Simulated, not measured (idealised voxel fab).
process module | voxel transistor to metal
cross-section cut | 185 nm wide | cells 5 nm
A cross-section is a grid of square cells, given in bands from the top down. A band is one or more rows of cells.
Each band's line starts with the height of the band's top and of its bottom, in nm. Then come its materials from left to right, each with its width in nm. One material with "throughout" fills the band from edge to edge. "air" is empty space.
Height 0 is the level under which the wafer as received is all one material. The lowest band goes on downwards, as in "0 down".
A width such as "30 to 40" changes by the same amount from each row of cells to the next, from the band's top row to its bottom row.
"no change" after a step means that no cell of the cross-section changed.
closed voids: empty space of 8 cells or more with no open way to the top, each as width x height at its distance from the left edge, in nm
after a step's settings: what the simulator itself notes on the step
overlay nm, on a step with a mask: how far to the right of its planned place the mask lay; to the left if negative
Each pair below shows a cross-section before one step and the cross-section after it, down to the lowest band that changed. The line under each pair gives the step between them, with its settings. The pairs can come from different runs of this module on the same starting wafer, so a pair continues from the pair above only where its "before" says so.
before
  25 to 20: air 20 | HfO2 60 | air 25 | HfO2 60 | air 20
  20 to 15: HfO2 25 | SiGe 40 | SiN 10 | HfO2 5 | air 25 | HfO2 5 | SiN 10 | SiGe 40 | HfO2 25
  15 to -5: SiO2 15 | SiGe 50 | SiN 10 | HfO2 5 | air 25 | HfO2 5 | SiN 10 | SiGe 50 | SiO2 15
  -5 to -10: SiO2 15 | SiGe 50 | SiO2 5 | HfO2 45 | SiO2 5 | SiGe 50 | SiO2 15
  -10 to -25: SiO2 40 | SiGe 25 | Si 55 | SiGe 25 | SiO2 40
  -25 to -30: SiO2 40 | Si 105 | SiO2 40
  -30 down: Si throughout
  closed voids: none
after
  30 to 25: air 15 | TiN 70 | air 15 | TiN 70 | air 15
  25 to 20: TiN 20 | HfO2 60 | TiN 5 | air 15 | TiN 5 | HfO2 60 | TiN 20
  20 to 15: HfO2 25 | SiGe 40 | SiN 10 | HfO2 5 | TiN 5 | air 15 | TiN 5 | HfO2 5 | SiN 10 | SiGe 40 | HfO2 25
  15 to 0: SiO2 15 | SiGe 50 | SiN 10 | HfO2 5 | TiN 5 | air 15 | TiN 5 | HfO2 5 | SiN 10 | SiGe 50 | SiO2 15
  0 to -5: SiO2 15 | SiGe 50 | SiN 10 | HfO2 5 | TiN 25 | HfO2 5 | SiN 10 | SiGe 50 | SiO2 15
  below -5: unchanged
  closed voids: none
the step between: op CONFORMAL_DEP | material TiN | thk nm 5
before: the cross-section after the pair above
after
  40 to 30: W throughout
  30 to 25: W 15 | TiN 70 | W 15 | TiN 70 | W 15
  25 to 20: TiN 20 | HfO2 60 | TiN 5 | W 15 | TiN 5 | HfO2 60 | TiN 20
  20 to 15: HfO2 25 | SiGe 40 | SiN 10 | HfO2 5 | TiN 5 | W 15 | TiN 5 | HfO2 5 | SiN 10 | SiGe 40 | HfO2 25
  15 to 0: SiO2 15 | SiGe 50 | SiN 10 | HfO2 5 | TiN 5 | W 15 | TiN 5 | HfO2 5 | SiN 10 | SiGe 50 | SiO2 15
  below 0: unchanged
  closed voids: none
the step between: op FILL_DEP | material W | thk nm 10
before: the cross-section after the pair above
after
  15 to 0: SiO2 15 | SiGe 50 | SiN 10 | HfO2 5 | TiN 5 | W 15 | TiN 5 | HfO2 5 | SiN 10 | SiGe 50 | SiO2 15
  below 0: unchanged
  closed voids: none
the step between: op CMP | height nm 15
before: the cross-section after the pair above
after
  25 to 15: SiO2 throughout
  below 15: unchanged
  closed voids: none
the step between: op DIRECTIONAL_DEP | material SiO2 | thk nm 10
before: the cross-section after the pair above
after
  45 to 25: resist 40 | air 20 | resist 65 | air 20 | resist 40
  below 25: unchanged
  closed voids: none
the step between: op PATTERN | tone open | mask id CONTACT | material resist | width nm 20 | pitch nm 85 | thk nm 20 | overlay nm 0
before: the cross-section after the pair above
after
  45 to 25: resist 40 | air 20 | resist 65 | air 20 | resist 40
  25 to 15: SiO2 40 | air 20 | SiO2 65 | air 20 | SiO2 40
  below 15: unchanged
  closed voids: none
the step between: op DIRECTIONAL_ETCH | etch materials SiO2 | depth nm 30
before: the cross-section after the pair above
after
  25 to 15: SiO2 40 | air 20 | SiO2 65 | air 20 | SiO2 40
  below 15: unchanged
  closed voids: none
the step between: op STRIP | etch materials resist
before: the cross-section after the pair above
after
  30 to 25: TiN 45 | air 10 | TiN 75 | air 10 | TiN 45
  25 to 20: SiO2 40 | TiN 5 | air 10 | TiN 5 | SiO2 65 | TiN 5 | air 10 | TiN 5 | SiO2 40
  20 to 15: SiO2 40 | TiN 20 | SiO2 65 | TiN 20 | SiO2 40
  below 15: unchanged
  closed voids: none
the step between: op CONFORMAL_DEP | material TiN | thk nm 5
before: the cross-section after the pair above
after
  40 to 30: W throughout
  30 to 25: TiN 45 | W 10 | TiN 75 | W 10 | TiN 45
  25 to 20: SiO2 40 | TiN 5 | W 10 | TiN 5 | SiO2 65 | TiN 5 | W 10 | TiN 5 | SiO2 40
  below 20: unchanged
  closed voids: none
the step between: op FILL_DEP | material W | thk nm 10
before: the cross-section after the pair above
after
  25 to 20: SiO2 40 | TiN 5 | W 10 | TiN 5 | SiO2 65 | TiN 5 | W 10 | TiN 5 | SiO2 40
  below 20: unchanged
  closed voids: none
the step between: op CMP | height nm 25
before: the cross-section after the pair above
after
  30 to 25: TiN throughout
  below 25: unchanged
  closed voids: none
the step between: op DIRECTIONAL_DEP | material TiN | thk nm 5
before: the cross-section after the pair above
after
  45 to 30: Ru throughout
  below 30: unchanged
  closed voids: none
the step between: op DIRECTIONAL_DEP | material Ru | thk nm 15
before: the cross-section after the pair above
after
  60 to 45: air 40 | resist 20 | air 65 | resist 20 | air 40
  below 45: unchanged
  closed voids: none
the step between: op PATTERN | tone cover | mask id METAL_1 | material resist | width nm 20 | pitch nm 85 | thk nm 15 | overlay nm 0
before: the cross-section after the pair above
after
  60 to 45: air 40 | resist 20 | air 65 | resist 20 | air 40
  45 to 30: air 40 | Ru 20 | air 65 | Ru 20 | air 40
  below 30: unchanged
  closed voids: none
the step between: op DIRECTIONAL_ETCH | etch materials Ru | depth nm 15
before: the cross-section after the pair above
after
  60 to 45: air 40 | resist 20 | air 65 | resist 20 | air 40
  45 to 30: air 40 | Ru 20 | air 65 | Ru 20 | air 40
  30 to 25: air 40 | TiN 20 | air 65 | TiN 20 | air 40
  below 25: unchanged
  closed voids: none
the step between: op DIRECTIONAL_ETCH | etch materials TiN | depth nm 5
before: the cross-section after the pair above
after
  45 to 30: air 40 | Ru 20 | air 65 | Ru 20 | air 40
  below 30: unchanged
  closed voids: none
the step between: op STRIP | etch materials resist
before: the cross-section after the pair above
after
  50 to 45: air 35 | SiCN 30 | air 55 | SiCN 30 | air 35
  45 to 30: air 35 | SiCN 5 | Ru 20 | SiCN 5 | air 55 | SiCN 5 | Ru 20 | SiCN 5 | air 35
  30 to 25: SiCN 40 | TiN 20 | SiCN 65 | TiN 20 | SiCN 40
  below 25: unchanged
  closed voids: none
the step between: op CONFORMAL_DEP | material SiCN | thk nm 5
before: the cross-section after the pair above
after
  55 to 50: lowk throughout
  50 to 45: lowk 35 | SiCN 30 | lowk 55 | SiCN 30 | lowk 35
  45 to 30: lowk 35 | SiCN 5 | Ru 20 | SiCN 5 | lowk 55 | SiCN 5 | Ru 20 | SiCN 5 | lowk 35
  below 30: unchanged
  closed voids: none
the step between: op FILL_DEP | material lowk | thk nm 5
before: the cross-section after the pair above
after
  45 to 30: lowk 35 | SiCN 5 | Ru 20 | SiCN 5 | lowk 55 | SiCN 5 | Ru 20 | SiCN 5 | lowk 35
  below 30: unchanged
  closed voids: none
the step between: op CMP | height nm 45
before: the cross-section after the pair above
after
  50 to 45: SiCN throughout
  below 45: unchanged
  closed voids: none
the step between: op CONFORMAL_DEP | material SiCN | thk nm 5
before: the cross-section after the pair above
after
  85 to 50: lowk throughout
  below 50: unchanged
  closed voids: none
the step between: op DIRECTIONAL_DEP | material lowk | thk nm 35
before: the cross-section after the pair above
after
  85 to 50: lowk 40 | air 15 | lowk 70 | air 15 | lowk 45
  below 50: unchanged
  closed voids: none
the step between: op MASKED_ETCH | tone open | mask id METAL_2_HOLES | width nm 15 | pitch nm 85 | etch materials lowk | depth nm 35 | overlay nm 0
before: the cross-section after the pair above
after
  100 to 85: resist 40 | air 20 | resist 65 | air 20 | resist 40
  below 85: unchanged
  closed voids: none
the step between: op PATTERN | tone open | mask id METAL_2 | material resist | width nm 20 | pitch nm 85 | thk nm 15 | overlay nm 0
before: the cross-section after the pair above
after
  100 to 85: resist 40 | air 20 | resist 65 | air 20 | resist 40
  85 to 65: lowk 40 | air 20 | lowk 65 | air 20 | lowk 40
  below 65: unchanged
  closed voids: none
the step between: op DIRECTIONAL_ETCH | etch materials lowk | depth nm 20
before: the cross-section after the pair above
after
  100 to 85: resist 40 | air 20 | resist 65 | air 20 | resist 40
  85 to 65: lowk 40 | air 20 | lowk 65 | air 20 | lowk 40
  65 to 50: lowk 40 | air 15 | lowk 70 | air 15 | lowk 45
  50 to 45: SiCN 40 | air 15 | SiCN 70 | air 15 | SiCN 45
  below 45: unchanged
  closed voids: none
the step between: op DIRECTIONAL_ETCH | etch materials SiCN | depth nm 5
before: the cross-section after the pair above
after
  85 to 65: lowk 40 | air 20 | lowk 65 | air 20 | lowk 40
  below 65: unchanged
  closed voids: none
the step between: op STRIP | etch materials resist
before: the cross-section after the pair above
after
  90 to 85: TiN 45 | air 10 | TiN 75 | air 10 | TiN 45
  85 to 70: lowk 40 | TiN 5 | air 10 | TiN 5 | lowk 65 | TiN 5 | air 10 | TiN 5 | lowk 40
  70 to 65: lowk 40 | TiN 5 | air 5 | TiN 10 | lowk 65 | TiN 5 | air 5 | TiN 10 | lowk 40
  65 to 50: lowk 40 | TiN 5 | air 5 | TiN 5 | lowk 70 | TiN 5 | air 5 | TiN 5 | lowk 45
  50 to 45: SiCN 40 | TiN 15 | SiCN 70 | TiN 15 | SiCN 45
  below 45: unchanged
  closed voids: none
the step between: op CONFORMAL_DEP | material TiN | thk nm 5
before: the cross-section after the pair above
after
  95 to 90: Cu throughout
  90 to 85: TiN 45 | Cu 10 | TiN 75 | Cu 10 | TiN 45
  85 to 70: lowk 40 | TiN 5 | Cu 10 | TiN 5 | lowk 65 | TiN 5 | Cu 10 | TiN 5 | lowk 40
  70 to 65: lowk 40 | TiN 5 | Cu 5 | TiN 10 | lowk 65 | TiN 5 | Cu 5 | TiN 10 | lowk 40
  65 to 50: lowk 40 | TiN 5 | Cu 5 | TiN 5 | lowk 70 | TiN 5 | Cu 5 | TiN 5 | lowk 45
  below 50: unchanged
  closed voids: none
the step between: op FILL_DEP | material Cu | thk nm 5
before: the cross-section after the pair above
after
  85 to 70: lowk 40 | TiN 5 | Cu 10 | TiN 5 | lowk 65 | TiN 5 | Cu 10 | TiN 5 | lowk 40
  below 70: unchanged
  closed voids: none
the step between: op CMP | height nm 85
before: the cross-section after the pair above
after
  90 to 85: SiCN throughout
  below 85: unchanged
  closed voids: none
the step between: op CONFORMAL_DEP | material SiCN | thk nm 5
before
  45 to 30: lowk 35 | SiCN 5 | Ru 20 | SiCN 5 | lowk 55 | SiCN 5 | Ru 20 | SiCN 5 | lowk 35
  30 to 25: SiCN 40 | TiN 20 | SiCN 65 | TiN 20 | SiCN 40
  25 to 15: SiO2 40 | TiN 5 | W 10 | TiN 5 | SiO2 65 | TiN 5 | W 10 | TiN 5 | SiO2 40
  15 to 10: SiO2 40 | TiN 20 | SiO2 5 | SiN 10 | HfO2 5 | TiN 5 | W 15 | TiN 5 | HfO2 5 | SiN 10 | SiO2 5 | TiN 20 | SiO2 40
  10 to 0: SiO2 40 | TiN 5 | SiGe 20 | SiN 10 | HfO2 5 | TiN 5 | W 15 | TiN 5 | HfO2 5 | SiN 10 | SiGe 20 | TiN 5 | SiO2 40
  0 to -5: SiO2 40 | TiN 5 | SiGe 20 | SiN 10 | HfO2 5 | TiN 25 | HfO2 5 | SiN 10 | SiGe 20 | TiN 5 | SiO2 40
  -5 to -10: SiO2 35 | SiGe 30 | SiO2 5 | HfO2 45 | SiO2 5 | SiGe 30 | SiO2 35
  -10 to -25: SiO2 40 | SiGe 25 | Si 55 | SiGe 25 | SiO2 40
  -25 to -30: SiO2 40 | Si 105 | SiO2 40
  -30 down: Si throughout
  closed voids: none
after
  80 to 45: lowk throughout
  below 45: unchanged
  closed voids: none
the step between: op DIRECTIONAL_DEP | material lowk | thk nm 35
before: the cross-section after the pair above
after
  85 to 80: SiCN throughout
  below 80: unchanged
  closed voids: none
the step between: op CONFORMAL_DEP | material SiCN | thk nm 5
before: the cross-section after the pair above
after
  100 to 85: resist 40 | air 20 | resist 65 | air 20 | resist 40
  below 85: unchanged
  closed voids: none
the step between: op PATTERN | tone open | mask id METAL_2 | material resist | width nm 20 | pitch nm 85 | thk nm 15 | overlay nm 0
before: the cross-section after the pair above
after
  100 to 85: resist 40 | air 20 | resist 65 | air 20 | resist 40
  85 to 80: SiCN 40 | air 20 | SiCN 65 | air 20 | SiCN 40
  below 80: unchanged
  closed voids: none
the step between: op DIRECTIONAL_ETCH | etch materials SiCN | depth nm 5
before: the cross-section after the pair above
after
  85 to 80: SiCN 40 | air 20 | SiCN 65 | air 20 | SiCN 40
  below 80: unchanged
  closed voids: none
the step between: op STRIP | etch materials resist
before: the cross-section after the pair above
after
  90 to 85: TiN 45 | air 10 | TiN 75 | air 10 | TiN 45
  85 to 80: SiCN 40 | TiN 20 | SiCN 65 | TiN 20 | SiCN 40
  below 80: unchanged
  closed voids: none
the step between: op CONFORMAL_DEP | material TiN | thk nm 5
before: the cross-section after the pair above
after
  95 to 90: Cu throughout
  90 to 85: TiN 45 | Cu 10 | TiN 75 | Cu 10 | TiN 45
  below 85: unchanged
  closed voids: none
the step between: op FILL_DEP | material Cu | thk nm 5
before: the cross-section after the pair above
after
  85 to 80: SiCN 40 | TiN 20 | SiCN 65 | TiN 20 | SiCN 40
  below 80: unchanged
  closed voids: none
the step between: op CMP | height nm 85
before: the cross-section after the pair above
after
  90 to 85: SiCN throughout
  below 85: unchanged
  closed voids: none
the step between: op CONFORMAL_DEP | material SiCN | thk nm 5
before
  15 to 10: SiO2 65 | SiN 10 | HfO2 5 | TiN 5 | W 15 | TiN 5 | HfO2 5 | SiN 10 | SiO2 65
  10 to 0: SiO2 45 | SiGe 20 | SiN 10 | HfO2 5 | TiN 5 | W 15 | TiN 5 | HfO2 5 | SiN 10 | SiGe 20 | SiO2 45
  0 to -5: SiO2 45 | SiGe 20 | SiN 10 | HfO2 5 | TiN 25 | HfO2 5 | SiN 10 | SiGe 20 | SiO2 45
  -5 to -10: SiO2 35 | SiGe 30 | SiO2 5 | HfO2 45 | SiO2 5 | SiGe 30 | SiO2 35
  -10 to -25: SiO2 40 | SiGe 25 | Si 55 | SiGe 25 | SiO2 40
  -25 to -30: SiO2 40 | Si 105 | SiO2 40
  -30 down: Si throughout
  closed voids: none
after
  20 to 15: SiO2 throughout
  below 15: unchanged
  closed voids: none
the step between: op DIRECTIONAL_DEP | material SiO2 | thk nm 5
before: the cross-section after the pair above
after
  40 to 20: resist 40 | air 20 | resist 65 | air 20 | resist 40
  below 20: unchanged
  closed voids: none
the step between: op PATTERN | tone open | mask id CONTACT | material resist | width nm 20 | pitch nm 85 | thk nm 20 | overlay nm 0
before: the cross-section after the pair above
after
  40 to 20: resist 40 | air 20 | resist 65 | air 20 | resist 40
  20 to 15: SiO2 40 | air 20 | SiO2 65 | air 20 | SiO2 40
  15 to 10: SiO2 40 | air 20 | SiO2 5 | SiN 10 | HfO2 5 | TiN 5 | W 15 | TiN 5 | HfO2 5 | SiN 10 | SiO2 5 | air 20 | SiO2 40
  10 to 0: SiO2 40 | air 5 | SiGe 20 | SiN 10 | HfO2 5 | TiN 5 | W 15 | TiN 5 | HfO2 5 | SiN 10 | SiGe 20 | air 5 | SiO2 40
  0 to -5: SiO2 40 | air 5 | SiGe 20 | SiN 10 | HfO2 5 | TiN 25 | HfO2 5 | SiN 10 | SiGe 20 | air 5 | SiO2 40
  below -5: unchanged
  closed voids: none
the step between: op DIRECTIONAL_ETCH | etch materials SiO2 | depth nm 30
before: the cross-section after the pair above
after
  20 to 15: SiO2 40 | air 20 | SiO2 65 | air 20 | SiO2 40
  below 15: unchanged
  closed voids: none
the step between: op STRIP | etch materials resist
before: the cross-section after the pair above
after
  25 to 20: TiN 45 | air 10 | TiN 75 | air 10 | TiN 45
  20 to 15: SiO2 40 | TiN 5 | air 10 | TiN 5 | SiO2 65 | TiN 5 | air 10 | TiN 5 | SiO2 40
  15 to 10: SiO2 40 | TiN 20 | SiO2 5 | SiN 10 | HfO2 5 | TiN 5 | W 15 | TiN 5 | HfO2 5 | SiN 10 | SiO2 5 | TiN 20 | SiO2 40
  10 to 0: SiO2 40 | TiN 5 | SiGe 20 | SiN 10 | HfO2 5 | TiN 5 | W 15 | TiN 5 | HfO2 5 | SiN 10 | SiGe 20 | TiN 5 | SiO2 40
  0 to -5: SiO2 40 | TiN 5 | SiGe 20 | SiN 10 | HfO2 5 | TiN 25 | HfO2 5 | SiN 10 | SiGe 20 | TiN 5 | SiO2 40
  below -5: unchanged
  closed voids: none
the step between: op CONFORMAL_DEP | material TiN | thk nm 5
before: the cross-section after the pair above
after
  35 to 25: W throughout
  25 to 20: TiN 45 | W 10 | TiN 75 | W 10 | TiN 45
  20 to 15: SiO2 40 | TiN 5 | W 10 | TiN 5 | SiO2 65 | TiN 5 | W 10 | TiN 5 | SiO2 40
  below 15: unchanged
  closed voids: none
the step between: op FILL_DEP | material W | thk nm 10
before: the cross-section after the pair above
after
  25 to 20: TiN 45 | W 10 | TiN 75 | W 10 | TiN 45
  below 20: unchanged
  closed voids: none
the step between: op CMP | height nm 25
before: the cross-section after the pair above
after
  30 to 25: TiN throughout
  below 25: unchanged
  closed voids: none
the step between: op DIRECTIONAL_DEP | material TiN | thk nm 5
before: the cross-section after the pair above
after
  45 to 30: Ru throughout
  below 30: unchanged
  closed voids: none
the step between: op DIRECTIONAL_DEP | material Ru | thk nm 15
before: the cross-section after the pair above
after
  60 to 45: air 40 | resist 20 | air 65 | resist 20 | air 40
  below 45: unchanged
  closed voids: none
the step between: op PATTERN | tone cover | mask id METAL_1 | material resist | width nm 20 | pitch nm 85 | thk nm 15 | overlay nm 0
before: the cross-section after the pair above
after
  60 to 45: air 40 | resist 20 | air 65 | resist 20 | air 40
  45 to 30: air 40 | Ru 20 | air 65 | Ru 20 | air 40
  below 30: unchanged
  closed voids: none
the step between: op DIRECTIONAL_ETCH | etch materials Ru | depth nm 15
before: the cross-section after the pair above
after
  60 to 45: air 40 | resist 20 | air 65 | resist 20 | air 40
  45 to 30: air 40 | Ru 20 | air 65 | Ru 20 | air 40
  30 to 25: air 40 | TiN 20 | air 65 | TiN 20 | air 40
  below 25: unchanged
  closed voids: none
the step between: op DIRECTIONAL_ETCH | etch materials TiN | depth nm 5
before: the cross-section after the pair above
after
  45 to 30: air 40 | Ru 20 | air 65 | Ru 20 | air 40
  below 30: unchanged
  closed voids: none
the step between: op STRIP | etch materials resist
before: the cross-section after the pair above
after
  50 to 45: air 35 | SiCN 30 | air 55 | SiCN 30 | air 35
  45 to 30: air 35 | SiCN 5 | Ru 20 | SiCN 5 | air 55 | SiCN 5 | Ru 20 | SiCN 5 | air 35
  30 to 25: SiCN 40 | TiN 20 | SiCN 65 | TiN 20 | SiCN 40
  below 25: unchanged
  closed voids: none
the step between: op CONFORMAL_DEP | material SiCN | thk nm 5
before: the cross-section after the pair above
after
  55 to 50: lowk throughout
  50 to 45: lowk 35 | SiCN 30 | lowk 55 | SiCN 30 | lowk 35
  45 to 30: lowk 35 | SiCN 5 | Ru 20 | SiCN 5 | lowk 55 | SiCN 5 | Ru 20 | SiCN 5 | lowk 35
  below 30: unchanged
  closed voids: none
the step between: op FILL_DEP | material lowk | thk nm 5
before: the cross-section after the pair above
after
  45 to 30: lowk 35 | SiCN 5 | Ru 20 | SiCN 5 | lowk 55 | SiCN 5 | Ru 20 | SiCN 5 | lowk 35
  below 30: unchanged
  closed voids: none
the step between: op CMP | height nm 45
before: the cross-section after the pair above
after
  50 to 45: SiCN throughout
  below 45: unchanged
  closed voids: none
the step between: op CONFORMAL_DEP | material SiCN | thk nm 5
before: the cross-section after the pair above
after
  85 to 50: lowk throughout
  below 50: unchanged
  closed voids: none
the step between: op DIRECTIONAL_DEP | material lowk | thk nm 35
before: the cross-section after the pair above
after
  85 to 50: lowk 40 | air 15 | lowk 70 | air 15 | lowk 45
  below 50: unchanged
  closed voids: none
the step between: op MASKED_ETCH | tone open | mask id METAL_2_HOLES | width nm 15 | pitch nm 85 | etch materials lowk | depth nm 35 | overlay nm 0
before: the cross-section after the pair above
after
  100 to 85: resist 40 | air 20 | resist 65 | air 20 | resist 40
  below 85: unchanged
  closed voids: none
the step between: op PATTERN | tone open | mask id METAL_2 | material resist | width nm 20 | pitch nm 85 | thk nm 15 | overlay nm 0
before: the cross-section after the pair above
after
  100 to 85: resist 40 | air 20 | resist 65 | air 20 | resist 40
  85 to 65: lowk 40 | air 20 | lowk 65 | air 20 | lowk 40
  below 65: unchanged
  closed voids: none
the step between: op DIRECTIONAL_ETCH | etch materials lowk | depth nm 20
before: the cross-section after the pair above
after
  100 to 85: resist 40 | air 20 | resist 65 | air 20 | resist 40
  85 to 65: lowk 40 | air 20 | lowk 65 | air 20 | lowk 40
  65 to 50: lowk 40 | air 15 | lowk 70 | air 15 | lowk 45
  50 to 45: SiCN 40 | air 15 | SiCN 70 | air 15 | SiCN 45
  below 45: unchanged
  closed voids: none
the step between: op DIRECTIONAL_ETCH | etch materials SiCN | depth nm 5
before: the cross-section after the pair above
after
  85 to 65: lowk 40 | air 20 | lowk 65 | air 20 | lowk 40
  below 65: unchanged
  closed voids: none
the step between: op STRIP | etch materials resist
before: the cross-section after the pair above
after
  90 to 85: TiN 45 | air 10 | TiN 75 | air 10 | TiN 45
  85 to 70: lowk 40 | TiN 5 | air 10 | TiN 5 | lowk 65 | TiN 5 | air 10 | TiN 5 | lowk 40
  70 to 65: lowk 40 | TiN 5 | air 5 | TiN 10 | lowk 65 | TiN 5 | air 5 | TiN 10 | lowk 40
  65 to 50: lowk 40 | TiN 5 | air 5 | TiN 5 | lowk 70 | TiN 5 | air 5 | TiN 5 | lowk 45
  50 to 45: SiCN 40 | TiN 15 | SiCN 70 | TiN 15 | SiCN 45
  below 45: unchanged
  closed voids: none
the step between: op CONFORMAL_DEP | material TiN | thk nm 5
before: the cross-section after the pair above
after
  95 to 90: Cu throughout
  90 to 85: TiN 45 | Cu 10 | TiN 75 | Cu 10 | TiN 45
  85 to 70: lowk 40 | TiN 5 | Cu 10 | TiN 5 | lowk 65 | TiN 5 | Cu 10 | TiN 5 | lowk 40
  70 to 65: lowk 40 | TiN 5 | Cu 5 | TiN 10 | lowk 65 | TiN 5 | Cu 5 | TiN 10 | lowk 40
  65 to 50: lowk 40 | TiN 5 | Cu 5 | TiN 5 | lowk 70 | TiN 5 | Cu 5 | TiN 5 | lowk 45
  below 50: unchanged
  closed voids: none
the step between: op FILL_DEP | material Cu | thk nm 5
before: the cross-section after the pair above
after
  85 to 70: lowk 40 | TiN 5 | Cu 10 | TiN 5 | lowk 65 | TiN 5 | Cu 10 | TiN 5 | lowk 40
  below 70: unchanged
  closed voids: none
the step between: op CMP | height nm 85
before: the cross-section after the pair above
after
  90 to 85: SiCN throughout
  below 85: unchanged
  closed voids: none
the step between: op CONFORMAL_DEP | material SiCN | thk nm 5
before
  35 to 20: SiCN throughout
  20 to -5: polySi throughout
  -5 to -10: SiO2 throughout
  -10 to -30: SiO2 40 | Si 105 | SiO2 40
  -30 down: Si throughout
  closed voids: none
after
  55 to 35: air 75 | resist 40 | air 70
  below 35: unchanged
  closed voids: none
the step between: op PATTERN | tone cover | mask id GATE | material resist | width nm 40 | thk nm 20 | overlay nm 0
before: the cross-section after the pair above
after
  55 to 35: air 75 | resist 40 | air 70
  35 to 20: air 75 | SiCN 40 | air 70
  below 20: unchanged
  closed voids: none
the step between: op DIRECTIONAL_ETCH | etch materials SiCN | depth nm 25
before: the cross-section after the pair above
after
  55 to 35: air 75 | resist 40 | air 70
  35 to 20: air 75 | SiCN 40 | air 70
  20 to -5: air 75 | polySi 40 | air 70
  below -5: unchanged
  closed voids: none
the step between: op DIRECTIONAL_ETCH | etch materials polySi | depth nm 35
before: the cross-section after the pair above
after
  35 to 20: air 75 | SiCN 40 | air 70
  below 20: unchanged
  closed voids: none
the step between: op STRIP | etch materials resist
before: the cross-section after the pair above
after
  45 to 35: air 65 | SiN 60 | air 60
  35 to 20: air 65 | SiN 10 | SiCN 40 | SiN 10 | air 60
  20 to 5: air 65 | SiN 10 | polySi 40 | SiN 10 | air 60
  5 to -5: SiN 75 | polySi 40 | SiN 70
  below -5: unchanged
  closed voids: none
the step between: op CONFORMAL_DEP | material SiN | thk nm 10
before: the cross-section after the pair above
after
  35 to 20: air 65 | SiN 10 | SiCN 40 | SiN 10 | air 60
  20 to -5: air 65 | SiN 10 | polySi 40 | SiN 10 | air 60
  below -5: unchanged
  closed voids: none
the step between: op DIRECTIONAL_ETCH | etch materials SiN | depth nm 10
before: the cross-section after the pair above
after
  35 to 20: air 65 | SiN 10 | SiCN 40 | SiN 10 | air 60
  20 to -5: air 65 | SiN 10 | polySi 40 | SiN 10 | air 60
  -5 to -10: air 65 | SiO2 60 | air 60
  below -10: unchanged
  closed voids: none
the step between: op DIRECTIONAL_ETCH | etch materials SiO2 | depth nm 5
before: the cross-section after the pair above
after
  35 to 20: air 65 | SiN 10 | SiCN 40 | SiN 10 | air 60
  20 to -5: air 65 | SiN 10 | polySi 40 | SiN 10 | air 60
  -5 to -10: air 65 | SiO2 60 | air 60
  -10 to -25: SiO2 40 | air 25 | Si 60 | air 20 | SiO2 40
  below -25: unchanged
  closed voids: none
the step between: op DIRECTIONAL_ETCH | etch materials Si | depth nm 15
before: the cross-section after the pair above
after
  35 to 20: air 65 | SiN 10 | SiCN 40 | SiN 10 | air 60
  20 to 10: air 65 | SiN 10 | polySi 40 | SiN 10 | air 60
  10 to -5: air 45 | SiGe 20 | SiN 10 | polySi 40 | SiN 10 | SiGe 20 | air 40
  -5 to -10: air 35 | SiGe 30 | SiO2 60 | SiGe 25 | air 35
  -10 to -25: SiO2 40 | SiGe 25 | Si 60 | SiGe 20 | SiO2 40
  below -25: unchanged
  closed voids: none
the step between: op EPI | material SiGe | thk nm 20
before: the cross-section after the pair above
after
  40 to 35: SiO2 throughout
  35 to 20: SiO2 65 | SiN 10 | SiCN 40 | SiN 10 | SiO2 60
  20 to 10: SiO2 65 | SiN 10 | polySi 40 | SiN 10 | SiO2 60
  10 to -5: SiO2 45 | SiGe 20 | SiN 10 | polySi 40 | SiN 10 | SiGe 20 | SiO2 40
  -5 to -10: SiO2 35 | SiGe 30 | SiO2 60 | SiGe 25 | SiO2 35
  below -10: unchanged
  closed voids: none
the step between: op FILL_DEP | material SiO2 | thk nm 5
before: the cross-section after the pair above
after
  20 to 10: SiO2 65 | SiN 10 | polySi 40 | SiN 10 | SiO2 60
  below 10: unchanged
  closed voids: none
the step between: op CMP | height nm 20
before: the cross-section after the pair above
after
  20 to 10: SiO2 65 | SiN 10 | air 40 | SiN 10 | SiO2 60
  10 to -5: SiO2 45 | SiGe 20 | SiN 10 | air 40 | SiN 10 | SiGe 20 | SiO2 40
  below -5: unchanged
  closed voids: none
the step between: op STRIP | etch materials polySi
before: the cross-section after the pair above
after
  20 to 15: air 65 | SiN 10 | air 40 | SiN 10 | air 60
  15 to 10: SiO2 65 | SiN 10 | air 40 | SiN 10 | SiO2 60
  10 to -5: SiO2 45 | SiGe 20 | SiN 10 | air 40 | SiN 10 | SiGe 20 | SiO2 40
  -5 to -10: SiO2 35 | SiGe 30 | SiO2 5 | air 50 | SiO2 5 | SiGe 25 | SiO2 35
  below -10: unchanged
  closed voids: none
the step between: op SELECTIVE_ETCH | etch materials SiO2 | depth nm 5
before: the cross-section after the pair above
after
  25 to 20: air 60 | HfO2 20 | air 30 | HfO2 20 | air 55
  20 to 15: HfO2 65 | SiN 10 | HfO2 5 | air 30 | HfO2 5 | SiN 10 | HfO2 60
  15 to 10: SiO2 65 | SiN 10 | HfO2 5 | air 30 | HfO2 5 | SiN 10 | SiO2 60
  10 to -5: SiO2 45 | SiGe 20 | SiN 10 | HfO2 5 | air 30 | HfO2 5 | SiN 10 | SiGe 20 | SiO2 40
  -5 to -10: SiO2 35 | SiGe 30 | SiO2 5 | HfO2 50 | SiO2 5 | SiGe 25 | SiO2 35
  below -10: unchanged
  closed voids: none
the step between: op CONFORMAL_DEP | material HfO2 | thk nm 5
before: the cross-section after the pair above
after
  30 to 25: air 55 | TiN 30 | air 20 | TiN 30 | air 50
  25 to 20: TiN 60 | HfO2 20 | TiN 5 | air 20 | TiN 5 | HfO2 20 | TiN 55
  20 to 15: HfO2 65 | SiN 10 | HfO2 5 | TiN 5 | air 20 | TiN 5 | HfO2 5 | SiN 10 | HfO2 60
  15 to 10: SiO2 65 | SiN 10 | HfO2 5 | TiN 5 | air 20 | TiN 5 | HfO2 5 | SiN 10 | SiO2 60
  10 to 0: SiO2 45 | SiGe 20 | SiN 10 | HfO2 5 | TiN 5 | air 20 | TiN 5 | HfO2 5 | SiN 10 | SiGe 20 | SiO2 40
  0 to -5: SiO2 45 | SiGe 20 | SiN 10 | HfO2 5 | TiN 30 | HfO2 5 | SiN 10 | SiGe 20 | SiO2 40
  below -5: unchanged
  closed voids: none
the step between: op CONFORMAL_DEP | material TiN | thk nm 5
before: the cross-section after the pair above
after
  40 to 30: W throughout
  30 to 25: W 55 | TiN 30 | W 20 | TiN 30 | W 50
  25 to 20: TiN 60 | HfO2 20 | TiN 5 | W 20 | TiN 5 | HfO2 20 | TiN 55
  20 to 15: HfO2 65 | SiN 10 | HfO2 5 | TiN 5 | W 20 | TiN 5 | HfO2 5 | SiN 10 | HfO2 60
  15 to 10: SiO2 65 | SiN 10 | HfO2 5 | TiN 5 | W 20 | TiN 5 | HfO2 5 | SiN 10 | SiO2 60
  10 to 0: SiO2 45 | SiGe 20 | SiN 10 | HfO2 5 | TiN 5 | W 20 | TiN 5 | HfO2 5 | SiN 10 | SiGe 20 | SiO2 40
  below 0: unchanged
  closed voids: none
the step between: op FILL_DEP | material W | thk nm 10
